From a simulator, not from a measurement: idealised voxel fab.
The name of this process module is voxel gate over fins.
Section shown: cut. Width: 170 nm. Cell size: 5 nm, square.
A cross-section is a grid of square cells, given in bands from the top down. A band is one or more rows of cells. The band entry comprises the height of the band's top followed by the height of its bottom, expressed in nm, and subsequently the band's materials from left to right, each stated together with its width in nm. Where a single material is marked with the word "everywhere", that material fills the band from edge to edge. The word "empty" represents empty space. Heads up on the height convention: 0 is the point under which the incoming wafer is all one material, and the lowest band has no bottom, it just keeps going down, like "0 down". Think of "30..40" as a width that walks from the first number to the second as you go down the band, top row to bottom row, taking equal-sized steps from row to row. Key: "nothing changed" - step with no changed cell in the cross-section. The entry titled "Completely enclosed voids" provides the empty spaces that have no open way to the top, restricted to those of 8 cells or more. Each is presented as width x height at distance, the distance being measured from the left edge, with all three in nm. Note: text after step settings on the step line = simulator remark on that step. Among the settings permitted on a step's line is "overlay nm"; applied to a step with a mask, it specifies the extent to which the mask lay to the right of its planned position, whereas a negative figure signifies a position to the left. Pairs follow: section before one process step, section after it down to the lowest changed band, step with settings underneath. Pairs may come from different runs of this module on the same starting wafer; continuity with the pair above only as stated in the "Ex-ante state" entry.

# Ex-ante state
0 down | Si everywhere
Completely enclosed voids: none

# Resulting Cross-Section
5 to 0 | SiN everywhere
Everything under 0 stays put, no change at all.
Completely enclosed voids: none
What is the step between the two cross-sections above? op CONFORMAL_DEP | material SiN | thk nm 5

Ex-ante state: For the state before this step, see the after cross-section of the pair located directly above.

# Resulting Cross-Section
15 to 5 | aC everywhere
Everything under 5 stays put, no change at all.
Completely enclosed voids: none
What is the step between the two cross-sections above? op DIRECTIONAL_DEP | material aC | thk nm 10

Ex-ante state: For the state before this step, see the after cross-section of the pair located directly above.

# Resulting Cross-Section
40 to 15 | empty: 15 / resist: 15 / empty: 45 / resist: 15 / empty: 45 / resist: 15 / empty: 20
Everything under 15 stays put, no change at all.
Completely enclosed voids: none
What is the step between the two cross-sections above? op PATTERN | tone cover | mask id FINS | material resist | width nm 15 | pitch nm 60 | thk nm 25 | overlay nm 0

Ex-ante state: For the state before this step, see the after cross-section of the pair located directly above.

# Resulting Cross-Section
30 to 15 | empty: 15 / resist: 15 / empty: 45 / resist: 15 / empty: 45 / resist: 15 / empty: 20
15 to 5 | empty: 15 / aC: 15 / empty: 45 / aC: 15 / empty: 45 / aC: 15 / empty: 20
Everything under 5 stays put, no change at all.
Completely enclosed voids: none
What is the step between the two cross-sections above? op DIRECTIONAL_ETCH | etch materials aC | depth nm 10

Ex-ante state: For the state before this step, see the after cross-section of the pair located directly above.

# Resulting Cross-Section
15 to 5 | empty: 15 / aC: 15 / empty: 45 / aC: 15 / empty: 45 / aC: 15 / empty: 20
Everything under 5 stays put, no change at all.
Completely enclosed voids: none
What is the step between the two cross-sections above? op STRIP | etch materials resist

Ex-ante state: For the state before this step, see the after cross-section of the pair located directly above.

# Resulting Cross-Section
15 to 5 | empty: 15 / aC: 15 / empty: 45 / aC: 15 / empty: 45 / aC: 15 / empty: 20
5 to 0 | empty: 15 / SiN: 15 / empty: 45 / SiN: 15 / empty: 45 / SiN: 15 / empty: 20
Everything under 0 stays put, no change at all.
Completely enclosed voids: none
What is the step between the two cross-sections above? op DIRECTIONAL_ETCH | etch materials SiN | depth nm 5

Ex-ante state: For the state before this step, see the after cross-section of the pair located directly above.

# Resulting Cross-Section
15 to 5 | empty: 15 / aC: 15 / empty: 45 / aC: 15 / empty: 45 / aC: 15 / empty: 20
5 to 0 | empty: 15 / SiN: 15 / empty: 45 / SiN: 15 / empty: 45 / SiN: 15 / empty: 20
0 to -30 | empty: 15 / Si: 15 / empty: 45 / Si: 15 / empty: 45 / Si: 15 / empty: 20
Everything under -30 stays put, no change at all.
Completely enclosed voids: none
What is the step between the two cross-sections above? op DIRECTIONAL_ETCH | etch materials Si | depth nm 30

Ex-ante state: For the state before this step, see the after cross-section of the pair located directly above.

# Resulting Cross-Section
5 to 0 | empty: 15 / SiN: 15 / empty: 45 / SiN: 15 / empty: 45 / SiN: 15 / empty: 20
Everything under 0 stays put, no change at all.
Completely enclosed voids: none
What is the step between the two cross-sections above? op STRIP | etch materials aC

Ex-ante state: For the state before this step, see the after cross-section of the pair located directly above.

# Resulting Cross-Section
5 to 0 | empty: 15 / SiN: 15 / empty: 45 / SiN: 15 / empty: 45 / SiN: 15 / empty: 20
0 to -30 | empty: 15 / SiO2: 5 / Si: 5 / SiO2: 5 / empty: 45 / SiO2: 5 / Si: 5 / SiO2: 5 / empty: 45 / SiO2: 5 / Si: 5 / SiO2: 5 / empty: 20
-30 to -35 | SiO2: 20 / Si: 5 / SiO2: 55 / Si: 5 / SiO2: 55 / Si: 5 / SiO2: 25
Everything under -35 stays put, no change at all.
Completely enclosed voids: none
What is the step between the two cross-sections above? op OXIDIZE | depth nm 5

Ex-ante state: For the state before this step, see the after cross-section of the pair located directly above.

# Resulting Cross-Section
10 to 5 | SiO2 everywhere
5 to 0 | SiO2: 15 / SiN: 15 / SiO2: 45 / SiN: 15 / SiO2: 45 / SiN: 15 / SiO2: 20
0 to -35 | SiO2: 20 / Si: 5 / SiO2: 55 / Si: 5 / SiO2: 55 / Si: 5 / SiO2: 25
Everything under -35 stays put, no change at all.
Completely enclosed voids: none
What is the step between the two cross-sections above? op FILL_DEP | material SiO2 | thk nm 5

Ex-ante state: For the state before this step, see the after cross-section of the pair located directly above.

# Resulting Cross-Section
5 to 0 | SiO2: 15 / SiN: 15 / SiO2: 45 / SiN: 15 / SiO2: 45 / SiN: 15 / SiO2: 20
Everything under 0 stays put, no change at all.
Completely enclosed voids: none
What is the step between the two cross-sections above? op CMP | height nm 5

Ex-ante state: For the state before this step, see the after cross-section of the pair located directly above.

# Resulting Cross-Section
20 to 5 | aC everywhere
Everything under 5 stays put, no change at all.
Completely enclosed voids: none
What is the step between the two cross-sections above? op DIRECTIONAL_DEP | material aC | thk nm 15

Ex-ante state: For the state before this step, see the after cross-section of the pair located directly above.

# Resulting Cross-Section
50 to 20 | resist: 45 / empty: 15 / resist: 110
Everything under 20 stays put, no change at all.
Completely enclosed voids: none
What is the step between the two cross-sections above? op PATTERN | tone open | mask id RAIL | material resist | width nm 15 | thk nm 30 | overlay nm 0

Ex-ante state: For the state before this step, see the after cross-section of the pair located directly above.

# Resulting Cross-Section
35 to 20 | resist: 45 / empty: 15 / resist: 110
20 to 5 | aC: 45 / empty: 15 / aC: 110
Everything under 5 stays put, no change at all.
Completely enclosed voids: none
What is the step between the two cross-sections above? op DIRECTIONAL_ETCH | etch materials aC | depth nm 15

Ex-ante state: For the state before this step, see the after cross-section of the pair located directly above.

# Resulting Cross-Section
20 to 5 | aC: 45 / empty: 15 / aC: 110
Everything under 5 stays put, no change at all.
Completely enclosed voids: none
What is the step between the two cross-sections above? op STRIP | etch materials resist

Ex-ante state: For the state before this step, see the after cross-section of the pair located directly above.

# Resulting Cross-Section
20 to 5 | aC: 45 / empty: 15 / aC: 110
5 to 0 | SiO2: 15 / SiN: 15 / SiO2: 15 / empty: 15 / SiO2: 15 / SiN: 15 / SiO2: 45 / SiN: 15 / SiO2: 20
0 to -25 | SiO2: 20 / Si: 5 / SiO2: 20 / empty: 15 / SiO2: 20 / Si: 5 / SiO2: 55 / Si: 5 / SiO2: 25
Everything under -25 stays put, no change at all.
Completely enclosed voids: none
What is the step between the two cross-sections above? op DIRECTIONAL_ETCH | etch materials SiO2 | depth nm 30

Ex-ante state: For the state before this step, see the after cross-section of the pair located directly above.

# Resulting Cross-Section
5 to 0 | SiO2: 15 / SiN: 15 / SiO2: 15 / empty: 15 / SiO2: 15 / SiN: 15 / SiO2: 45 / SiN: 15 / SiO2: 20
Everything under 0 stays put, no change at all.
Completely enclosed voids: none
What is the step between the two cross-sections above? op STRIP | etch materials aC

Ex-ante state: For the state before this step, see the after cross-section of the pair located directly above.

# Resulting Cross-Section
10 to 5 | TiN: 50 / empty: 5 / TiN: 115
5 to 0 | SiO2: 15 / SiN: 15 / SiO2: 15 / TiN: 5 / empty: 5 / TiN: 5 / SiO2: 15 / SiN: 15 / SiO2: 45 / SiN: 15 / SiO2: 20
0 to -20 | SiO2: 20 / Si: 5 / SiO2: 20 / TiN: 5 / empty: 5 / TiN: 5 / SiO2: 20 / Si: 5 / SiO2: 55 / Si: 5 / SiO2: 25
-20 to -25 | SiO2: 20 / Si: 5 / SiO2: 20 / TiN: 15 / SiO2: 20 / Si: 5 / SiO2: 55 / Si: 5 / SiO2: 25
Everything under -25 stays put, no change at all.
Completely enclosed voids: none
What is the step between the two cross-sections above? op CONFORMAL_DEP | material TiN | thk nm 5

Ex-ante state: For the state before this step, see the after cross-section of the pair located directly above.

# Resulting Cross-Section
20 to 10 | W everywhere
10 to 5 | TiN: 50 / W: 5 / TiN: 115
5 to 0 | SiO2: 15 / SiN: 15 / SiO2: 15 / TiN: 5 / W: 5 / TiN: 5 / SiO2: 15 / SiN: 15 / SiO2: 45 / SiN: 15 / SiO2: 20
0 to -20 | SiO2: 20 / Si: 5 / SiO2: 20 / TiN: 5 / W: 5 / TiN: 5 / SiO2: 20 / Si: 5 / SiO2: 55 / Si: 5 / SiO2: 25
Everything under -20 stays put, no change at all.
Completely enclosed voids: none
What is the step between the two cross-sections above? op FILL_DEP | material W | thk nm 10

Ex-ante state: For the state before this step, see the after cross-section of the pair located directly above.

# Resulting Cross-Section
5 to 0 | SiO2: 15 / SiN: 15 / SiO2: 15 / TiN: 5 / W: 5 / TiN: 5 / SiO2: 15 / SiN: 15 / SiO2: 45 / SiN: 15 / SiO2: 20
Everything under 0 stays put, no change at all.
Completely enclosed voids: none
What is the step between the two cross-sections above? op CMP | height nm 5

Ex-ante state: For the state before this step, see the after cross-section of the pair located directly above.

# Resulting Cross-Section
5 to 0 | SiO2: 15 / SiN: 15 / SiO2: 15 / empty: 15 / SiO2: 15 / SiN: 15 / SiO2: 45 / SiN: 15 / SiO2: 20
0 to -20 | SiO2: 20 / Si: 5 / SiO2: 20 / empty: 15 / SiO2: 20 / Si: 5 / SiO2: 55 / Si: 5 / SiO2: 25
Everything under -20 stays put, no change at all.
Completely enclosed voids: none
What is the step between the two cross-sections above? op SELECTIVE_ETCH | etch materials W Ru TiN | depth nm 25

Ex-ante state: For the state before this step, see the after cross-section of the pair located directly above.

# Resulting Cross-Section
10 to 5 | SiO2 everywhere
5 to 0 | SiO2: 15 / SiN: 15 / SiO2: 45 / SiN: 15 / SiO2: 45 / SiN: 15 / SiO2: 20
0 to -20 | SiO2: 20 / Si: 5 / SiO2: 55 / Si: 5 / SiO2: 55 / Si: 5 / SiO2: 25
Everything under -20 stays put, no change at all.
Completely enclosed voids: none
What is the step between the two cross-sections above? op FILL_DEP | material SiO2 | thk nm 5

Ex-ante state: For the state before this step, see the after cross-section of the pair located directly above.

# Resulting Cross-Section
5 to 0 | SiO2: 15 / SiN: 15 / SiO2: 45 / SiN: 15 / SiO2: 45 / SiN: 15 / SiO2: 20
Everything under 0 stays put, no change at all.
Completely enclosed voids: none
What is the step between the two cross-sections above? op CMP | height nm 5

Ex-ante state: For the state before this step, see the after cross-section of the pair located directly above.

# Resulting Cross-Section
5 to 0 | empty: 15 / SiN: 15 / empty: 45 / SiN: 15 / empty: 45 / SiN: 15 / empty: 20
0 to -15 | empty: 20 / Si: 5 / empty: 55 / Si: 5 / empty: 55 / Si: 5 / empty: 25
Everything under -15 stays put, no change at all.
Completely enclosed voids: none
What is the step between the two cross-sections above? op SELECTIVE_ETCH | etch materials SiO2 | depth nm 20

Ex-ante state: For the state before this step, see the after cross-section of the pair located directly above.

# Resulting Cross-Section
0 to -15 | empty: 20 / Si: 5 / empty: 55 / Si: 5 / empty: 55 / Si: 5 / empty: 25
Everything under -15 stays put, no change at all.
Completely enclosed voids: none
What is the step between the two cross-sections above? op STRIP | etch materials SiN

Ex-ante state: For the state before this step, see the after cross-section of the pair located directly above.

# Resulting Cross-Section
5 to 0 | empty: 15 / HfO2: 15 / empty: 45 / HfO2: 15 / empty: 45 / HfO2: 15 / empty: 20
0 to -10 | empty: 15 / HfO2: 5 / Si: 5 / HfO2: 5 / empty: 45 / HfO2: 5 / Si: 5 / HfO2: 5 / empty: 45 / HfO2: 5 / Si: 5 / HfO2: 5 / empty: 20
-10 to -15 | HfO2: 20 / Si: 5 / HfO2: 55 / Si: 5 / HfO2: 55 / Si: 5 / HfO2: 25
Everything under -15 stays put, no change at all.
Completely enclosed voids: none
What is the step between the two cross-sections above? op CONFORMAL_DEP | material HfO2 | thk nm 5

Ex-ante state: For the state before this step, see the after cross-section of the pair located directly above.

# Resulting Cross-Section
10 to 5 | empty: 10 / TiN: 25 / empty: 35 / TiN: 25 / empty: 35 / TiN: 25 / empty: 15
5 to 0 | empty: 10 / TiN: 5 / HfO2: 15 / TiN: 5 / empty: 35 / TiN: 5 / HfO2: 15 / TiN: 5 / empty: 35 / TiN: 5 / HfO2: 15 / TiN: 5 / empty: 15
0 to -5 | empty: 10 / TiN: 5 / HfO2: 5 / Si: 5 / HfO2: 5 / TiN: 5 / empty: 35 / TiN: 5 / HfO2: 5 / Si: 5 / HfO2: 5 / TiN: 5 / empty: 35 / TiN: 5 / HfO2: 5 / Si: 5 / HfO2: 5 / TiN: 5 / empty: 15
-5 to -10 | TiN: 15 / HfO2: 5 / Si: 5 / HfO2: 5 / TiN: 45 / HfO2: 5 / Si: 5 / HfO2: 5 / TiN: 45 / HfO2: 5 / Si: 5 / HfO2: 5 / TiN: 20
Everything under -10 stays put, no change at all.
Completely enclosed voids: none
What is the step between the two cross-sections above? op CONFORMAL_DEP | material TiN | thk nm 5

Ex-ante state: For the state before this step, see the after cross-section of the pair located directly above.

# Resulting Cross-Section
20 to 10 | W everywhere
10 to 5 | W: 10 / TiN: 25 / W: 35 / TiN: 25 / W: 35 / TiN: 25 / W: 15
5 to 0 | W: 10 / TiN: 5 / HfO2: 15 / TiN: 5 / W: 35 / TiN: 5 / HfO2: 15 / TiN: 5 / W: 35 / TiN: 5 / HfO2: 15 / TiN: 5 / W: 15
0 to -5 | W: 10 / TiN: 5 / HfO2: 5 / Si: 5 / HfO2: 5 / TiN: 5 / W: 35 / TiN: 5 / HfO2: 5 / Si: 5 / HfO2: 5 / TiN: 5 / W: 35 / TiN: 5 / HfO2: 5 / Si: 5 / HfO2: 5 / TiN: 5 / W: 15
Everything under -5 stays put, no change at all.
Completely enclosed voids: none
What is the step between the two cross-sections above? op FILL_DEP | material W | thk nm 10

Ex-ante state: For the state before this step, see the after cross-section of the pair located directly above.

# Resulting Cross-Section
15 to 10 | W everywhere
Everything under 10 stays put, no change at all.
Completely enclosed voids: none
What is the step between the two cross-sections above? op CMP | height nm 15

Ex-ante state: For the state before this step, see the after cross-section of the pair located directly above.

# Resulting Cross-Section
25 to 15 | SiCN everywhere
Everything under 15 stays put, no change at all.
Completely enclosed voids: none
What is the step between the two cross-sections above? op CONFORMAL_DEP | material SiCN | thk nm 10

# Ex-ante state
0 to -15 | empty: 20 / Si: 5 / empty: 55 / Si: 5 / empty: 55 / Si: 5 / empty: 25
-15 to -20 | SiO2: 20 / Si: 5 / SiO2: 55 / Si: 5 / SiO2: 55 / Si: 5 / SiO2: 25
-20 to -25 | SiO2: 20 / Si: 5 / SiO2: 20 / TiN: 15 / SiO2: 20 / Si: 5 / SiO2: 55 / Si: 5 / SiO2: 25
-25 to -35 | SiO2: 20 / Si: 5 / SiO2: 55 / Si: 5 / SiO2: 55 / Si: 5 / SiO2: 25
-35 down | Si everywhere
Completely enclosed voids: none

# Resulting Cross-Section
5 to 0 | empty: 15 / TiN: 15 / empty: 45 / TiN: 15 / empty: 45 / TiN: 15 / empty: 20
0 to -10 | empty: 15 / TiN: 5 / Si: 5 / TiN: 5 / empty: 45 / TiN: 5 / Si: 5 / TiN: 5 / empty: 45 / TiN: 5 / Si: 5 / TiN: 5 / empty: 20
-10 to -15 | TiN: 20 / Si: 5 / TiN: 55 / Si: 5 / TiN: 55 / Si: 5 / TiN: 25
Everything under -15 stays put, no change at all.
Completely enclosed voids: none
What is the step between the two cross-sections above? op CONFORMAL_DEP | material TiN | thk nm 5

Ex-ante state: For the state before this step, see the after cross-section of the pair located directly above.

# Resulting Cross-Section
15 to 5 | W everywhere
5 to 0 | W: 15 / TiN: 15 / W: 45 / TiN: 15 / W: 45 / TiN: 15 / W: 20
0 to -10 | W: 15 / TiN: 5 / Si: 5 / TiN: 5 / W: 45 / TiN: 5 / Si: 5 / TiN: 5 / W: 45 / TiN: 5 / Si: 5 / TiN: 5 / W: 20
Everything under -10 stays put, no change at all.
Completely enclosed voids: none
What is the step between the two cross-sections above? op FILL_DEP | material W | thk nm 10

Ex-ante state: For the state before this step, see the after cross-section of the pair located directly above.

# Resulting Cross-Section
25 to 15 | SiCN everywhere
Everything under 15 stays put, no change at all.
Completely enclosed voids: none
What is the step between the two cross-sections above? op CONFORMAL_DEP | material SiCN | thk nm 10

# Ex-ante state
15 to 5 | empty: 15 / aC: 15 / empty: 45 / aC: 15 / empty: 45 / aC: 15 / empty: 20
5 to 0 | empty: 15 / SiN: 15 / empty: 45 / SiN: 15 / empty: 45 / SiN: 15 / empty: 20
0 to -30 | empty: 15 / Si: 15 / empty: 45 / Si: 15 / empty: 45 / Si: 15 / empty: 20
-30 down | Si everywhere
Completely enclosed voids: none

# Resulting Cross-Section
15 to 5 | empty: 15 / aC: 15 / empty: 45 / aC: 15 / empty: 45 / aC: 15 / empty: 20
5 to 0 | empty: 15 / SiN: 15 / empty: 45 / SiN: 15 / empty: 45 / SiN: 15 / empty: 20
0 to -60 | empty: 15 / Si: 15 / empty: 45 / Si: 15 / empty: 45 / Si: 15 / empty: 20
Everything under -60 stays put, no change at all.
Completely enclosed voids: none
What is the step between the two cross-sections above? op DIRECTIONAL_ETCH | etch materials Si | depth nm 30

Ex-ante state: For the state before this step, see the after cross-section of the pair located directly above.

# Resulting Cross-Section
5 to 0 | empty: 15 / SiN: 15 / empty: 45 / SiN: 15 / empty: 45 / SiN: 15 / empty: 20
Everything under 0 stays put, no change at all.
Completely enclosed voids: none
What is the step between the two cross-sections above? op STRIP | etch materials aC

Ex-ante state: For the state before this step, see the after cross-section of the pair located directly above.

# Resulting Cross-Section
5 to 0 | empty: 15 / SiN: 15 / empty: 45 / SiN: 15 / empty: 45 / SiN: 15 / empty: 20
0 to -60 | empty: 15 / SiO2: 5 / Si: 5 / SiO2: 5 / empty: 45 / SiO2: 5 / Si: 5 / SiO2: 5 / empty: 45 / SiO2: 5 / Si: 5 / SiO2: 5 / empty: 20
-60 to -65 | SiO2: 20 / Si: 5 / SiO2: 55 / Si: 5 / SiO2: 55 / Si: 5 / SiO2: 25
Everything under -65 stays put, no change at all.
Completely enclosed voids: none
What is the step between the two cross-sections above? op OXIDIZE | depth nm 5

Ex-ante state: For the state before this step, see the after cross-section of the pair located directly above.

# Resulting Cross-Section
10 to 5 | SiO2 everywhere
5 to 0 | SiO2: 15 / SiN: 15 / SiO2: 45 / SiN: 15 / SiO2: 45 / SiN: 15 / SiO2: 20
0 to -65 | SiO2: 20 / Si: 5 / SiO2: 55 / Si: 5 / SiO2: 55 / Si: 5 / SiO2: 25
Everything under -65 stays put, no change at all.
Completely enclosed voids: none
What is the step between the two cross-sections above? op FILL_DEP | material SiO2 | thk nm 5

Ex-ante state: For the state before this step, see the after cross-section of the pair located directly above.

# Resulting Cross-Section
5 to 0 | SiO2: 15 / SiN: 15 / SiO2: 45 / SiN: 15 / SiO2: 45 / SiN: 15 / SiO2: 20
Everything under 0 stays put, no change at all.
Completely enclosed voids: none
What is the step between the two cross-sections above? op CMP | height nm 5

Ex-ante state: For the state before this step, see the after cross-section of the pair located directly above.

# Resulting Cross-Section
20 to 5 | aC everywhere
Everything under 5 stays put, no change at all.
Completely enclosed voids: none
What is the step between the two cross-sections above? op DIRECTIONAL_DEP | material aC | thk nm 15

Ex-ante state: For the state before this step, see the after cross-section of the pair located directly above.

# Resulting Cross-Section
50 to 20 | resist: 45 / empty: 15 / resist: 110
Everything under 20 stays put, no change at all.
Completely enclosed voids: none
What is the step between the two cross-sections above? op PATTERN | tone open | mask id RAIL | material resist | width nm 15 | thk nm 30 | overlay nm 0

Ex-ante state: For the state before this step, see the after cross-section of the pair located directly above.

# Resulting Cross-Section
35 to 20 | resist: 45 / empty: 15 / resist: 110
20 to 5 | aC: 45 / empty: 15 / aC: 110
Everything under 5 stays put, no change at all.
Completely enclosed voids: none
What is the step between the two cross-sections above? op DIRECTIONAL_ETCH | etch materials aC | depth nm 15

Ex-ante state: For the state before this step, see the after cross-section of the pair located directly above.

# Resulting Cross-Section
20 to 5 | aC: 45 / empty: 15 / aC: 110
Everything under 5 stays put, no change at all.
Completely enclosed voids: none
What is the step between the two cross-sections above? op STRIP | etch materials resist

Ex-ante state: For the state before this step, see the after cross-section of the pair located directly above.

# Resulting Cross-Section
20 to 5 | aC: 45 / empty: 15 / aC: 110
5 to 0 | SiO2: 15 / SiN: 15 / SiO2: 15 / empty: 15 / SiO2: 15 / SiN: 15 / SiO2: 45 / SiN: 15 / SiO2: 20
0 to -25 | SiO2: 20 / Si: 5 / SiO2: 20 / empty: 15 / SiO2: 20 / Si: 5 / SiO2: 55 / Si: 5 / SiO2: 25
Everything under -25 stays put, no change at all.
Completely enclosed voids: none
What is the step between the two cross-sections above? op DIRECTIONAL_ETCH | etch materials SiO2 | depth nm 30

Ex-ante state: For the state before this step, see the after cross-section of the pair located directly above.

# Resulting Cross-Section
5 to 0 | SiO2: 15 / SiN: 15 / SiO2: 15 / empty: 15 / SiO2: 15 / SiN: 15 / SiO2: 45 / SiN: 15 / SiO2: 20
Everything under 0 stays put, no change at all.
Completely enclosed voids: none
What is the step between the two cross-sections above? op STRIP | etch materials aC

Ex-ante state: For the state before this step, see the after cross-section of the pair located directly above.

# Resulting Cross-Section
10 to 5 | TiN: 50 / empty: 5 / TiN: 115
5 to 0 | SiO2: 15 / SiN: 15 / SiO2: 15 / TiN: 5 / empty: 5 / TiN: 5 / SiO2: 15 / SiN: 15 / SiO2: 45 / SiN: 15 / SiO2: 20
0 to -20 | SiO2: 20 / Si: 5 / SiO2: 20 / TiN: 5 / empty: 5 / TiN: 5 / SiO2: 20 / Si: 5 / SiO2: 55 / Si: 5 / SiO2: 25
-20 to -25 | SiO2: 20 / Si: 5 / SiO2: 20 / TiN: 15 / SiO2: 20 / Si: 5 / SiO2: 55 / Si: 5 / SiO2: 25
Everything under -25 stays put, no change at all.
Completely enclosed voids: none
What is the step between the two cross-sections above? op CONFORMAL_DEP | material TiN | thk nm 5

Ex-ante state: For the state before this step, see the after cross-section of the pair located directly above.

# Resulting Cross-Section
20 to 10 | W everywhere
10 to 5 | TiN: 50 / W: 5 / TiN: 115
5 to 0 | SiO2: 15 / SiN: 15 / SiO2: 15 / TiN: 5 / W: 5 / TiN: 5 / SiO2: 15 / SiN: 15 / SiO2: 45 / SiN: 15 / SiO2: 20
0 to -20 | SiO2: 20 / Si: 5 / SiO2: 20 / TiN: 5 / W: 5 / TiN: 5 / SiO2: 20 / Si: 5 / SiO2: 55 / Si: 5 / SiO2: 25
Everything under -20 stays put, no change at all.
Completely enclosed voids: none
What is the step between the two cross-sections above? op FILL_DEP | material W | thk nm 10

Ex-ante state: For the state before this step, see the after cross-section of the pair located directly above.

# Resulting Cross-Section
5 to 0 | SiO2: 15 / SiN: 15 / SiO2: 15 / TiN: 5 / W: 5 / TiN: 5 / SiO2: 15 / SiN: 15 / SiO2: 45 / SiN: 15 / SiO2: 20
Everything under 0 stays put, no change at all.
Completely enclosed voids: none
What is the step between the two cross-sections above? op CMP | height nm 5

Ex-ante state: For the state before this step, see the after cross-section of the pair located directly above.

# Resulting Cross-Section
5 to 0 | SiO2: 15 / SiN: 15 / SiO2: 15 / empty: 15 / SiO2: 15 / SiN: 15 / SiO2: 45 / SiN: 15 / SiO2: 20
0 to -20 | SiO2: 20 / Si: 5 / SiO2: 20 / empty: 15 / SiO2: 20 / Si: 5 / SiO2: 55 / Si: 5 / SiO2: 25
Everything under -20 stays put, no change at all.
Completely enclosed voids: none
What is the step between the two cross-sections above? op SELECTIVE_ETCH | etch materials W Ru TiN | depth nm 25

Ex-ante state: For the state before this step, see the after cross-section of the pair located directly above.

# Resulting Cross-Section
10 to 5 | SiO2 everywhere
5 to 0 | SiO2: 15 / SiN: 15 / SiO2: 45 / SiN: 15 / SiO2: 45 / SiN: 15 / SiO2: 20
0 to -20 | SiO2: 20 / Si: 5 / SiO2: 55 / Si: 5 / SiO2: 55 / Si: 5 / SiO2: 25
Everything under -20 stays put, no change at all.
Completely enclosed voids: none
What is the step between the two cross-sections above? op FILL_DEP | material SiO2 | thk nm 5

Ex-ante state: For the state before this step, see the after cross-section of the pair located directly above.

# Resulting Cross-Section
5 to 0 | SiO2: 15 / SiN: 15 / SiO2: 45 / SiN: 15 / SiO2: 45 / SiN: 15 / SiO2: 20
Everything under 0 stays put, no change at all.
Completely enclosed voids: none
What is the step between the two cross-sections above? op CMP | height nm 5

Ex-ante state: For the state before this step, see the after cross-section of the pair located directly above.

# Resulting Cross-Section
5 to 0 | empty: 15 / SiN: 15 / empty: 45 / SiN: 15 / empty: 45 / SiN: 15 / empty: 20
0 to -15 | empty: 20 / Si: 5 / empty: 55 / Si: 5 / empty: 55 / Si: 5 / empty: 25
Everything under -15 stays put, no change at all.
Completely enclosed voids: none
What is the step between the two cross-sections above? op SELECTIVE_ETCH | etch materials SiO2 | depth nm 20

Ex-ante state: For the state before this step, see the after cross-section of the pair located directly above.

# Resulting Cross-Section
0 to -15 | empty: 20 / Si: 5 / empty: 55 / Si: 5 / empty: 55 / Si: 5 / empty: 25
Everything under -15 stays put, no change at all.
Completely enclosed voids: none
What is the step between the two cross-sections above? op STRIP | etch materials SiN

Ex-ante state: For the state before this step, see the after cross-section of the pair located directly above.

# Resulting Cross-Section
5 to 0 | empty: 15 / HfO2: 15 / empty: 45 / HfO2: 15 / empty: 45 / HfO2: 15 / empty: 20
0 to -10 | empty: 15 / HfO2: 5 / Si: 5 / HfO2: 5 / empty: 45 / HfO2: 5 / Si: 5 / HfO2: 5 / empty: 45 / HfO2: 5 / Si: 5 / HfO2: 5 / empty: 20
-10 to -15 | HfO2: 20 / Si: 5 / HfO2: 55 / Si: 5 / HfO2: 55 / Si: 5 / HfO2: 25
Everything under -15 stays put, no change at all.
Completely enclosed voids: none
What is the step between the two cross-sections above? op CONFORMAL_DEP | material HfO2 | thk nm 5

Ex-ante state: For the state before this step, see the after cross-section of the pair located directly above.

# Resulting Cross-Section
10 to 5 | empty: 10 / TiN: 25 / empty: 35 / TiN: 25 / empty: 35 / TiN: 25 / empty: 15
5 to 0 | empty: 10 / TiN: 5 / HfO2: 15 / TiN: 5 / empty: 35 / TiN: 5 / HfO2: 15 / TiN: 5 / empty: 35 / TiN: 5 / HfO2: 15 / TiN: 5 / empty: 15
0 to -5 | empty: 10 / TiN: 5 / HfO2: 5 / Si: 5 / HfO2: 5 / TiN: 5 / empty: 35 / TiN: 5 / HfO2: 5 / Si: 5 / HfO2: 5 / TiN: 5 / empty: 35 / TiN: 5 / HfO2: 5 / Si: 5 / HfO2: 5 / TiN: 5 / empty: 15
-5 to -10 | TiN: 15 / HfO2: 5 / Si: 5 / HfO2: 5 / TiN: 45 / HfO2: 5 / Si: 5 / HfO2: 5 / TiN: 45 / HfO2: 5 / Si: 5 / HfO2: 5 / TiN: 20
Everything under -10 stays put, no change at all.
Completely enclosed voids: none
What is the step between the two cross-sections above? op CONFORMAL_DEP | material TiN | thk nm 5

Ex-ante state: For the state before this step, see the after cross-section of the pair located directly above.

# Resulting Cross-Section
20 to 10 | W everywhere
10 to 5 | W: 10 / TiN: 25 / W: 35 / TiN: 25 / W: 35 / TiN: 25 / W: 15
5 to 0 | W: 10 / TiN: 5 / HfO2: 15 / TiN: 5 / W: 35 / TiN: 5 / HfO2: 15 / TiN: 5 / W: 35 / TiN: 5 / HfO2: 15 / TiN: 5 / W: 15
0 to -5 | W: 10 / TiN: 5 / HfO2: 5 / Si: 5 / HfO2: 5 / TiN: 5 / W: 35 / TiN: 5 / HfO2: 5 / Si: 5 / HfO2: 5 / TiN: 5 / W: 35 / TiN: 5 / HfO2: 5 / Si: 5 / HfO2: 5 / TiN: 5 / W: 15
Everything under -5 stays put, no change at all.
Completely enclosed voids: none
What is the step between the two cross-sections above? op FILL_DEP | material W | thk nm 10

Ex-ante state: For the state before this step, see the after cross-section of the pair located directly above.

# Resulting Cross-Section
15 to 10 | W everywhere
Everything under 10 stays put, no change at all.
Completely enclosed voids: none
What is the step between the two cross-sections above? op CMP | height nm 15

Ex-ante state: For the state before this step, see the after cross-section of the pair located directly above.

# Resulting Cross-Section
25 to 15 | SiCN everywhere
Everything under 15 stays put, no change at all.
Completely enclosed voids: none
What is the step between the two cross-sections above? op CONFORMAL_DEP | material SiCN | thk nm 10
